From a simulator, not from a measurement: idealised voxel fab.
This is a process module. Its name is voxel gate over fins.
Cross-sectional view cut (width: 240 nm; square cell size: 5 nm).
Cross-section format: a grid of square cells, given as bands from top to bottom; each band is one or more rows of cells.
Basically the band line says how high the top is and how high the bottom is, in nm, and then what's in it from left to right, every material with its width in nm. Empty space shows up as "empty", and if a single material carries "edge to edge" it runs the full band edge to edge.
Below 0: as-received wafer, all one material; heights counted from there. Lowest band: no bottom, goes on down, written "0 down".
A width such as "30..40" changes by the same amount from each row of cells to the next, from the band's top row to its bottom row.
Step note "remained unchanged" = no cross-section cell changed.
Empty spaces counting at least 8 cells and having no open way to the top are listed in "Catalogued sealed voids". The notation width x height at distance is used for each, the distance being from the left edge and all three values in nm.
Formally, on a step line, whatever follows the settings is a remark that the simulator itself makes on the step.
"overlay nm", when on a step's line for a step with a mask, measures how far to the right of its planned place the mask lay; a negative measure means to the left.
Steps in the process plan:
1,RECEIVE,material Si
2,CONFORMAL_DEP,material SiN,thk nm 5
3,PATTERN,tone cover,mask id FINS,material resist,width nm 15,pitch nm 60,thk nm 20,overlay nm 0
4,DIRECTIONAL_ETCH,etch materials SiN,depth nm 5
5,DIRECTIONAL_ETCH,etch materials Si,depth nm 35
6,STRIP,etch materials resist
7,OXIDIZE,depth nm 5
8,FILL_DEP,material SiO2,thk nm 15
9,CMP,height nm 5
10,MASKED_ETCH,tone open,mask id RAIL,width nm 15,etch materials SiO2,depth nm 35,overlay nm 0
11,CONFORMAL_DEP,material TiN,thk nm 5
12,FILL_DEP,material W,thk nm 5
13,CMP,height nm 5
14,SELECTIVE_ETCH,etch materials W Ru TiN,depth nm 30
15,FILL_DEP,material SiO2,thk nm 5
16,CMP,height nm 5
17,SELECTIVE_ETCH,etch materials SiO2,depth nm 20
18,STRIP,etch materials SiN
19,CONFORMAL_DEP,material HfO2,thk nm 5
20,CONFORMAL_DEP,material TiN,thk nm 5
21,CONFORMAL_DEP,material TiAl,thk nm 5
22,CONFORMAL_DEP,material TiN,thk nm 5
23,FILL_DEP,material W,thk nm 15
24,CMP,height nm 30
25,CONFORMAL_DEP,material SiCN,thk nm 5
Incoming wafer, cross-sectional view, post step 1:
    0 down | Si edge to edge
    Catalogued sealed voids: none
Final cross-section, module run with one mistake (start and plan as above):
    35 to 30 | SiCN edge to edge
    30 to 20 | W edge to edge
    20 to 15 | W=65, TiN=50, W=10, TiN=50, W=65
    15 to 10 | W=65, TiN=5, TiAl=40, TiN=5, W=10, TiN=5, TiAl=40, TiN=5, W=65
    10 to 5 | W=65, TiN=5, TiAl=5, TiN=30, TiAl=5, TiN=5, W=10, TiN=5, TiAl=5, TiN=30, TiAl=5, TiN=5, W=65
    5 to 0 | TiN=70, TiAl=5, TiN=5, HfO2=20, TiN=5, TiAl=5, TiN=20, TiAl=5, TiN=5, HfO2=20, TiN=5, TiAl=5, TiN=70
    0 to -5 | TiAl=75, TiN=5, HfO2=5, Si=10, HfO2=5, TiN=5, TiAl=30, TiN=5, HfO2=5, Si=10, HfO2=5, TiN=5, TiAl=75
    -5 to -10 | TiN=80, HfO2=5, Si=10, HfO2=5, TiN=40, HfO2=5, Si=10, HfO2=5, TiN=80
    -10 to -15 | HfO2=85, Si=10, HfO2=50, Si=10, HfO2=85
    -15 to -25 | SiO2=85, Si=10, SiO2=50, Si=10, SiO2=85
    -25 to -30 | SiO2=85, Si=10, SiO2=15, TiN=15, SiO2=20, Si=10, SiO2=85
    -30 to -40 | SiO2=85, Si=10, SiO2=50, Si=10, SiO2=85
    -40 down | Si edge to edge
    Catalogued sealed voids: none
Misprocessing identified: step 3 went in with a setting other than planned; the actual run was PATTERN,tone cover,mask id FINS,material resist,width nm 20,pitch nm 60,thk nm 20,overlay nm 0
